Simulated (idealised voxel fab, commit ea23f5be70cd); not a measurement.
The name of this process module is voxel capacitor over wiring.
Displayed cross-section: cut, width of 175 nm, square cells sized 5 nm.
How to read a cross-section here: the picture is a grid of square cells, written as bands going from the top down, and any band can span one or more rows of cells. Band: top and bottom heights (nm) first, top before bottom; then materials from left to right, widths in nm. "everywhere" marks a sole material filling the band edge to edge. "blank" denotes empty space. Heights from 0 (as-received wafer is one material below). Bottom band endless downward, as "top 0, no bottom". Quick explanation for "30..40": the width changes in equal steps down the rows of cells, from the first number in the band's top row to the second number in its bottom row. Any step labelled "changes: none" changed none of the cells in the cross-section. Under "Non-vented voids" you'll find the enclosed gaps, the ones with no way out to the top, that are 8 cells or bigger; each reads width x height at distance, with distance counted from the left edge, everything in nm. If you see something after the settings on a step's line, that's the simulator's own remark about that step. "overlay nm" denotes, for a step that has a mask, the displacement of the mask to the right of its planned place, with negative values corresponding to the left.

These are the steps we planned for the process
1: op RECEIVE | material Si
2: op CONFORMAL_DEP | material SiO2 | thk nm 10
3: op DIRECTIONAL_DEP | material TiN | thk nm 5
4: op DIRECTIONAL_DEP | material W | thk nm 20
5: op DIRECTIONAL_DEP | material aC | thk nm 10
6: op PATTERN | tone cover | mask id METAL_1 | material resist | width nm 30 | pitch nm 80 | thk nm 25 | overlay nm 0
7: op DIRECTIONAL_ETCH | etch materials aC | depth nm 10
8: op STRIP | etch materials resist
9: op DIRECTIONAL_ETCH | etch materials W | depth nm 20
10: op DIRECTIONAL_ETCH | etch materials TiN | depth nm 5
11: op STRIP | etch materials aC
12: op CONFORMAL_DEP | material SiCN | thk nm 5
13: op FILL_DEP | material lowk | thk nm 10
14: op CMP | height nm 35
15: op CONFORMAL_DEP | material SiCN | thk nm 5
16: op DIRECTIONAL_DEP | material lowk | thk nm 10
17: op PATTERN | tone open | mask id PLUG_1 | material resist | width nm 15 | thk nm 15 | overlay nm 0
18: op DIRECTIONAL_ETCH | etch materials lowk | depth nm 10
19: op DIRECTIONAL_ETCH | etch materials SiCN | depth nm 5
20: op STRIP | etch materials resist
21: op EPI | material Ru | thk nm 10
22: op EPI | material Ru | thk nm 5
23: op DIRECTIONAL_DEP | material TiN | thk nm 10
24: op DIRECTIONAL_DEP | material SiN | thk nm 5
25: op DIRECTIONAL_DEP | material TiN | thk nm 10
26: op PATTERN | tone cover | mask id UPPER_PLATE | material resist | width nm 55 | thk nm 15 | overlay nm 0
27: op DIRECTIONAL_ETCH | etch materials TiN | depth nm 10
28: op DIRECTIONAL_ETCH | etch materials SiN | depth nm 5
29: op STRIP | etch materials resist
30: op MASKED_ETCH | tone cover | mask id LOWER_PLATE | width nm 65 | etch materials TiN | depth nm 10 | overlay nm 0
31: op FILL_DEP | material SiO2 | thk nm 20
32: op CMP | height nm 90
33: op PATTERN | tone open | mask id PLUG_2 | material resist | width nm 15 | thk nm 15 | overlay nm 0
34: op DIRECTIONAL_ETCH | etch materials SiO2 | depth nm 15
35: op STRIP | etch materials resist
36: op CONFORMAL_DEP | material TiN | thk nm 5
37: op FILL_DEP | material Ru | thk nm 10
38: op CMP | height nm 90
39: op CONFORMAL_DEP | material SiCN | thk nm 5
varied across the wafers: width nm of step 33. The plan shows the first wafer's value. All wafers start alike

First of several wafers, received after step 1, in cross-section
	top 0, no bottom  Si everywhere
	Non-vented voids: none

End of module: cross-section of the first of several wafers after step 39, the last step
	top 95, bottom 90  SiCN everywhere
	top 90, bottom 80  SiO2 55 nm; TiN 5 nm; Ru 5 nm; TiN 5 nm; SiO2 105 nm
	top 80, bottom 75  SiO2 55 nm; TiN 15 nm; SiO2 105 nm
	top 75, bottom 65  SiO2 45 nm; TiN 55 nm; SiO2 75 nm
	top 65, bottom 60  SiO2 45 nm; SiN 55 nm; SiO2 75 nm
	top 60, bottom 50  SiO2 40 nm; TiN 65 nm; SiO2 70 nm
	top 50, bottom 40  lowk 45 nm; Ru 15 nm; lowk 115 nm
	top 40, bottom 35  SiCN 45 nm; Ru 15 nm; SiCN 115 nm
	top 35, bottom 15  lowk 25 nm; SiCN 5 nm; W 30 nm; SiCN 5 nm; lowk 40 nm; SiCN 5 nm; W 30 nm; SiCN 5 nm; lowk 30 nm
	top 15, bottom 10  SiCN 30 nm; TiN 30 nm; SiCN 50 nm; TiN 30 nm; SiCN 35 nm
	top 10, bottom 0  SiO2 everywhere
	top 0, no bottom  Si everywhere
	Non-vented voids: none

Last-wafer cross-section at the end of the module
	top 95, bottom 90  SiCN everywhere
	top 90, bottom 80  SiO2 50 nm; TiN 5 nm; Ru 20 nm; TiN 5 nm; SiO2 95 nm
	top 80, bottom 75  SiO2 50 nm; TiN 30 nm; SiO2 95 nm
	top 75, bottom 65  SiO2 45 nm; TiN 55 nm; SiO2 75 nm
	top 65, bottom 60  SiO2 45 nm; SiN 55 nm; SiO2 75 nm
	top 60, bottom 50  SiO2 40 nm; TiN 65 nm; SiO2 70 nm
	top 50, bottom 40  lowk 45 nm; Ru 15 nm; lowk 115 nm
	top 40, bottom 35  SiCN 45 nm; Ru 15 nm; SiCN 115 nm
	top 35, bottom 15  lowk 25 nm; SiCN 5 nm; W 30 nm; SiCN 5 nm; lowk 40 nm; SiCN 5 nm; W 30 nm; SiCN 5 nm; lowk 30 nm
	top 15, bottom 10  SiCN 30 nm; TiN 30 nm; SiCN 50 nm; TiN 30 nm; SiCN 35 nm
	top 10, bottom 0  SiO2 everywhere
	top 0, no bottom  Si everywhere
	Non-vented voids: none

each wafer at the end: cells of each material gained (+) or lost (-) since it was received, then its closed voids
width nm 15; +11 Ru; +106 SiCN; +11 SiN; +282 SiO2; +67 TiN; +48 W; +140 lowk; Non-vented voids: none
width nm 20; +13 Ru; +106 SiCN; +11 SiN; +279 SiO2; +68 TiN; +48 W; +140 lowk; Non-vented voids: none
width nm 25; +15 Ru; +106 SiCN; +11 SiN; +276 SiO2; +69 TiN; +48 W; +140 lowk; Non-vented voids: none
width nm 30; +17 Ru; +106 SiCN; +11 SiN; +273 SiO2; +70 TiN; +48 W; +140 lowk; Non-vented voids: none
